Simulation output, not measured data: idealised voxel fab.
The following is a process module called voxel self aligned vias.
Cross-section cut: width 225 nm, square cells of 5 nm.
Square cells in a grid make up a cross-section in this document, and the grid is given as bands, listed from the top down, each one or more rows of cells.
The band entry comprises the height of the band's top followed by the height of its bottom, expressed in nm, and subsequently the band's materials from left to right, each stated together with its width in nm. Where a single material is marked with the word "everywhere", that material fills the band from edge to edge. The word "empty" represents empty space.
All heights in this document are referenced to 0, defined as the level beneath which the wafer, as received, consists entirely of one material. The lowest band is not bounded below; it extends indefinitely downward and is written in the form "top 0, no bottom".
Quick explanation for "30->40": the width changes in equal steps down the rows of cells, from the first number in the band's top row to the second number in its bottom row.
"remains unaltered" after a step means that no cell of the cross-section changed.
Empty spaces without an open route to the top, at least 8 cells in extent, make up the entry "Voids, sealed"; each is given as width x height at distance, where the distance is measured from the left edge, and all are in nm.
That trailing text on a step's line, after the settings, is the simulator's own remark on the step.
On any step carrying a mask, the "overlay nm" setting, if present on the step's line, tells how far right of its planned place the mask lay; negative values point to the left.

### This section lists the process steps that were planned
1,RECEIVE, material Si
2,CONFORMAL_DEP, material SiO2, thk nm 10
3,CONFORMAL_DEP, material SiCN, thk nm 5
4,DIRECTIONAL_DEP, material SiO2, thk nm 20
5,PATTERN, tone open, mask id LINES, material resist, width nm 30, pitch nm 65, thk nm 15, overlay nm 0
6,DIRECTIONAL_ETCH, etch materials SiO2, depth nm 20
7,STRIP, etch materials resist
8,CONFORMAL_DEP, material TiN, thk nm 5
9,FILL_DEP, material Ru, thk nm 10
10,CMP, height nm 35
11,SELECTIVE_ETCH, etch materials W Ru TiN, depth nm 5
12,FILL_DEP, material SiN, thk nm 5
13,CMP, height nm 35
14,DIRECTIONAL_DEP, material SiO2, thk nm 15
15,PATTERN, tone open, mask id VIAS, material resist, width nm 40, pitch nm 65, thk nm 15, overlay nm 0
16,DIRECTIONAL_ETCH, etch materials SiO2, depth nm 15
17,DIRECTIONAL_ETCH, etch materials SiN, depth nm 5
18,STRIP, etch materials resist
19,CONFORMAL_DEP, material TiN, thk nm 5
20,FILL_DEP, material Cu, thk nm 5
21,CMP, height nm 50
22,CONFORMAL_DEP, material SiCN, thk nm 5

### first wafer, as planned

### Delivered wafer in cross-section: state after step 1
* top 0, no bottom = Si everywhere
* Voids, sealed: none

### after step 2
* top 10, bottom 0 = SiO2 everywhere
* Note: structure below 0 unchanged.

### after step 3
* top 15, bottom 10 = SiCN everywhere
* Note: structure below 10 unchanged.

### after step 4
* top 35, bottom 15 = SiO2 everywhere
* Note: structure below 15 unchanged.

### after step 5
* top 50, bottom 35 = 30 resist | 30 empty | 35 resist | 30 empty | 35 resist | 30 empty | 35 resist
* Note: structure below 35 unchanged.

### after step 6
* top 50, bottom 35 = 30 resist | 30 empty | 35 resist | 30 empty | 35 resist | 30 empty | 35 resist
* top 35, bottom 15 = 30 SiO2 | 30 empty | 35 SiO2 | 30 empty | 35 SiO2 | 30 empty | 35 SiO2
* Note: structure below 15 unchanged.

### after step 7
* top 35, bottom 15 = 30 SiO2 | 30 empty | 35 SiO2 | 30 empty | 35 SiO2 | 30 empty | 35 SiO2
* Note: structure below 15 unchanged.

### after step 8
* top 40, bottom 35 = 35 TiN | 20 empty | 45 TiN | 20 empty | 45 TiN | 20 empty | 40 TiN
* top 35, bottom 20 = 30 SiO2 | 5 TiN | 20 empty | 5 TiN | 35 SiO2 | 5 TiN | 20 empty | 5 TiN | 35 SiO2 | 5 TiN | 20 empty | 5 TiN | 35 SiO2
* top 20, bottom 15 = 30 SiO2 | 30 TiN | 35 SiO2 | 30 TiN | 35 SiO2 | 30 TiN | 35 SiO2
* Note: structure below 15 unchanged.

### after step 9
* top 50, bottom 40 = Ru everywhere
* top 40, bottom 35 = 35 TiN | 20 Ru | 45 TiN | 20 Ru | 45 TiN | 20 Ru | 40 TiN
* top 35, bottom 20 = 30 SiO2 | 5 TiN | 20 Ru | 5 TiN | 35 SiO2 | 5 TiN | 20 Ru | 5 TiN | 35 SiO2 | 5 TiN | 20 Ru | 5 TiN | 35 SiO2
* Note: structure below 20 unchanged.

### after step 10
* top 35, bottom 20 = 30 SiO2 | 5 TiN | 20 Ru | 5 TiN | 35 SiO2 | 5 TiN | 20 Ru | 5 TiN | 35 SiO2 | 5 TiN | 20 Ru | 5 TiN | 35 SiO2
* Note: structure below 20 unchanged.

### after step 11
* top 35, bottom 30 = 30 SiO2 | 30 empty | 35 SiO2 | 30 empty | 35 SiO2 | 30 empty | 35 SiO2
* Note: structure below 30 unchanged.

### after step 12
* top 40, bottom 35 = SiN everywhere
* top 35, bottom 30 = 30 SiO2 | 30 SiN | 35 SiO2 | 30 SiN | 35 SiO2 | 30 SiN | 35 SiO2
* Note: structure below 30 unchanged.

### after step 13
* top 35, bottom 30 = 30 SiO2 | 30 SiN | 35 SiO2 | 30 SiN | 35 SiO2 | 30 SiN | 35 SiO2
* Note: structure below 30 unchanged.

### after step 14
* top 50, bottom 35 = SiO2 everywhere
* Note: structure below 35 unchanged.

### after step 15
* top 65, bottom 50 = 25 resist | 40 empty | 25 resist | 40 empty | 25 resist | 40 empty | 30 resist
* Note: structure below 50 unchanged.

### after step 16
* top 65, bottom 50 = 25 resist | 40 empty | 25 resist | 40 empty | 25 resist | 40 empty | 30 resist
* top 50, bottom 35 = 25 SiO2 | 40 empty | 25 SiO2 | 40 empty | 25 SiO2 | 40 empty | 30 SiO2
* Note: structure below 35 unchanged.

### after step 17
* top 65, bottom 50 = 25 resist | 40 empty | 25 resist | 40 empty | 25 resist | 40 empty | 30 resist
* top 50, bottom 35 = 25 SiO2 | 40 empty | 25 SiO2 | 40 empty | 25 SiO2 | 40 empty | 30 SiO2
* top 35, bottom 30 = 30 SiO2 | 30 empty | 35 SiO2 | 30 empty | 35 SiO2 | 30 empty | 35 SiO2
* Note: structure below 30 unchanged.

### after step 18
* top 50, bottom 35 = 25 SiO2 | 40 empty | 25 SiO2 | 40 empty | 25 SiO2 | 40 empty | 30 SiO2
* Note: structure below 35 unchanged.

### after step 19
* top 55, bottom 50 = 30 TiN | 30 empty | 35 TiN | 30 empty | 35 TiN | 30 empty | 35 TiN
* top 50, bottom 40 = 25 SiO2 | 5 TiN | 30 empty | 5 TiN | 25 SiO2 | 5 TiN | 30 empty | 5 TiN | 25 SiO2 | 5 TiN | 30 empty | 5 TiN | 30 SiO2
* top 40, bottom 35 = 25 SiO2 | 10 TiN | 20 empty | 10 TiN | 25 SiO2 | 10 TiN | 20 empty | 10 TiN | 25 SiO2 | 10 TiN | 20 empty | 10 TiN | 30 SiO2
* top 35, bottom 30 = 30 SiO2 | 30 TiN | 35 SiO2 | 30 TiN | 35 SiO2 | 30 TiN | 35 SiO2
* Note: structure below 30 unchanged.

### after step 20
* top 60, bottom 55 = Cu everywhere
* top 55, bottom 50 = 30 TiN | 30 Cu | 35 TiN | 30 Cu | 35 TiN | 30 Cu | 35 TiN
* top 50, bottom 40 = 25 SiO2 | 5 TiN | 30 Cu | 5 TiN | 25 SiO2 | 5 TiN | 30 Cu | 5 TiN | 25 SiO2 | 5 TiN | 30 Cu | 5 TiN | 30 SiO2
* top 40, bottom 35 = 25 SiO2 | 10 TiN | 20 Cu | 10 TiN | 25 SiO2 | 10 TiN | 20 Cu | 10 TiN | 25 SiO2 | 10 TiN | 20 Cu | 10 TiN | 30 SiO2
* Note: structure below 35 unchanged.

### after step 21
* top 50, bottom 40 = 25 SiO2 | 5 TiN | 30 Cu | 5 TiN | 25 SiO2 | 5 TiN | 30 Cu | 5 TiN | 25 SiO2 | 5 TiN | 30 Cu | 5 TiN | 30 SiO2
* Note: structure below 40 unchanged.

### after step 22
* top 55, bottom 50 = SiCN everywhere
* Note: structure below 50 unchanged.

### Okay, second wafer. Nothing different at the start, nothing different in the plan, just one mistake somewhere in the running. As far as step 4, counting that step, it's the first wafer all over again

### Cross-section of the second wafer at the time step 5 of the plan should have ended
* top 50, bottom 35 = 30 empty | 30 resist | 35 empty | 30 resist | 35 empty | 30 resist | 35 empty
* Note: structure below 35 unchanged.

### Cross-section of the second wafer at the time step 6 of the plan should have ended
* top 50, bottom 35 = 30 empty | 30 resist | 35 empty | 30 resist | 35 empty | 30 resist | 35 empty
* top 35, bottom 15 = 30 empty | 30 SiO2 | 35 empty | 30 SiO2 | 35 empty | 30 SiO2 | 35 empty
* Note: structure below 15 unchanged.

### Cross-section of the second wafer at the time step 7 of the plan should have ended
* top 35, bottom 15 = 30 empty | 30 SiO2 | 35 empty | 30 SiO2 | 35 empty | 30 SiO2 | 35 empty
* Note: structure below 15 unchanged.

### Cross-section of the second wafer at the time step 8 of the plan should have ended
* top 40, bottom 35 = 25 empty | 40 TiN | 25 empty | 40 TiN | 25 empty | 40 TiN | 30 empty
* top 35, bottom 20 = 25 empty | 5 TiN | 30 SiO2 | 5 TiN | 25 empty | 5 TiN | 30 SiO2 | 5 TiN | 25 empty | 5 TiN | 30 SiO2 | 5 TiN | 30 empty
* top 20, bottom 15 = 30 TiN | 30 SiO2 | 35 TiN | 30 SiO2 | 35 TiN | 30 SiO2 | 35 TiN
* Note: structure below 15 unchanged.

### Cross-section of the second wafer at the time step 9 of the plan should have ended
* top 50, bottom 40 = Ru everywhere
* top 40, bottom 35 = 25 Ru | 40 TiN | 25 Ru | 40 TiN | 25 Ru | 40 TiN | 30 Ru
* top 35, bottom 20 = 25 Ru | 5 TiN | 30 SiO2 | 5 TiN | 25 Ru | 5 TiN | 30 SiO2 | 5 TiN | 25 Ru | 5 TiN | 30 SiO2 | 5 TiN | 30 Ru
* Note: structure below 20 unchanged.

### Cross-section of the second wafer at the time step 10 of the plan should have ended
* top 35, bottom 20 = 25 Ru | 5 TiN | 30 SiO2 | 5 TiN | 25 Ru | 5 TiN | 30 SiO2 | 5 TiN | 25 Ru | 5 TiN | 30 SiO2 | 5 TiN | 30 Ru
* Note: structure below 20 unchanged.

### Cross-section of the second wafer at the time step 11 of the plan should have ended
* top 35, bottom 30 = 30 empty | 30 SiO2 | 35 empty | 30 SiO2 | 35 empty | 30 SiO2 | 35 empty
* Note: structure below 30 unchanged.

### Cross-section of the second wafer at the time step 12 of the plan should have ended
* top 40, bottom 35 = SiN everywhere
* top 35, bottom 30 = 30 SiN | 30 SiO2 | 35 SiN | 30 SiO2 | 35 SiN | 30 SiO2 | 35 SiN
* Note: structure below 30 unchanged.

### Cross-section of the second wafer at the time step 13 of the plan should have ended
* top 35, bottom 30 = 30 SiN | 30 SiO2 | 35 SiN | 30 SiO2 | 35 SiN | 30 SiO2 | 35 SiN
* Note: structure below 30 unchanged.

### Cross-section of the second wafer at the time step 14 of the plan should have ended
* top 50, bottom 35 = SiO2 everywhere
* Note: structure below 35 unchanged.

### Cross-section of the second wafer at the time step 15 of the plan should have ended
* top 65, bottom 50 = 25 resist | 40 empty | 25 resist | 40 empty | 25 resist | 40 empty | 30 resist
* Note: structure below 50 unchanged.

### Cross-section of the second wafer at the time step 16 of the plan should have ended
* top 65, bottom 50 = 25 resist | 40 empty | 25 resist | 40 empty | 25 resist | 40 empty | 30 resist
* top 50, bottom 35 = 25 SiO2 | 40 empty | 25 SiO2 | 40 empty | 25 SiO2 | 40 empty | 30 SiO2
* Note: structure below 35 unchanged.

### Cross-section of the second wafer at the time step 17 of the plan should have ended
* top 65, bottom 50 = 25 resist | 40 empty | 25 resist | 40 empty | 25 resist | 40 empty | 30 resist
* top 50, bottom 35 = 25 SiO2 | 40 empty | 25 SiO2 | 40 empty | 25 SiO2 | 40 empty | 30 SiO2
* top 35, bottom 30 = 25 SiN | 5 empty | 30 SiO2 | 5 empty | 25 SiN | 5 empty | 30 SiO2 | 5 empty | 25 SiN | 5 empty | 30 SiO2 | 5 empty | 30 SiN
* Note: structure below 30 unchanged.

### Cross-section of the second wafer at the time step 18 of the plan should have ended
* top 50, bottom 35 = 25 SiO2 | 40 empty | 25 SiO2 | 40 empty | 25 SiO2 | 40 empty | 30 SiO2
* Note: structure below 35 unchanged.

### Cross-section of the second wafer at the time step 19 of the plan should have ended
* top 55, bottom 50 = 30 TiN | 30 empty | 35 TiN | 30 empty | 35 TiN | 30 empty | 35 TiN
* top 50, bottom 40 = 25 SiO2 | 5 TiN | 30 empty | 5 TiN | 25 SiO2 | 5 TiN | 30 empty | 5 TiN | 25 SiO2 | 5 TiN | 30 empty | 5 TiN | 30 SiO2
* top 40, bottom 35 = 25 SiO2 | 40 TiN | 25 SiO2 | 40 TiN | 25 SiO2 | 40 TiN | 30 SiO2
* top 35, bottom 30 = 25 SiN | 5 TiN | 30 SiO2 | 5 TiN | 25 SiN | 5 TiN | 30 SiO2 | 5 TiN | 25 SiN | 5 TiN | 30 SiO2 | 5 TiN | 30 SiN
* Note: structure below 30 unchanged.

### Cross-section of the second wafer at the time step 20 of the plan should have ended
* top 60, bottom 55 = Cu everywhere
* top 55, bottom 50 = 30 TiN | 30 Cu | 35 TiN | 30 Cu | 35 TiN | 30 Cu | 35 TiN
* top 50, bottom 40 = 25 SiO2 | 5 TiN | 30 Cu | 5 TiN | 25 SiO2 | 5 TiN | 30 Cu | 5 TiN | 25 SiO2 | 5 TiN | 30 Cu | 5 TiN | 30 SiO2
* Note: structure below 40 unchanged.

### Cross-section of the second wafer at the time step 21 of the plan should have ended
* top 50, bottom 40 = 25 SiO2 | 5 TiN | 30 Cu | 5 TiN | 25 SiO2 | 5 TiN | 30 Cu | 5 TiN | 25 SiO2 | 5 TiN | 30 Cu | 5 TiN | 30 SiO2
* Note: structure below 40 unchanged.

### Cross-section of the second wafer at the time step 22 of the plan should have ended
* top 55, bottom 50 = SiCN everywhere
* Note: structure below 50 unchanged.
Where did the run depart from the plan? step 5 did not happen as planned, as run it was PATTERN, tone cover, mask id LINES, material resist, width nm 30, pitch nm 65, thk nm 15, overlay nm 0
Final comparison by cell count, materials where the second wafer has more or fewer than the first: Cu: 12 fewer, Ru: 18 more, SiN: 21 more, SiO2: 36 fewer, TiN: 9 more
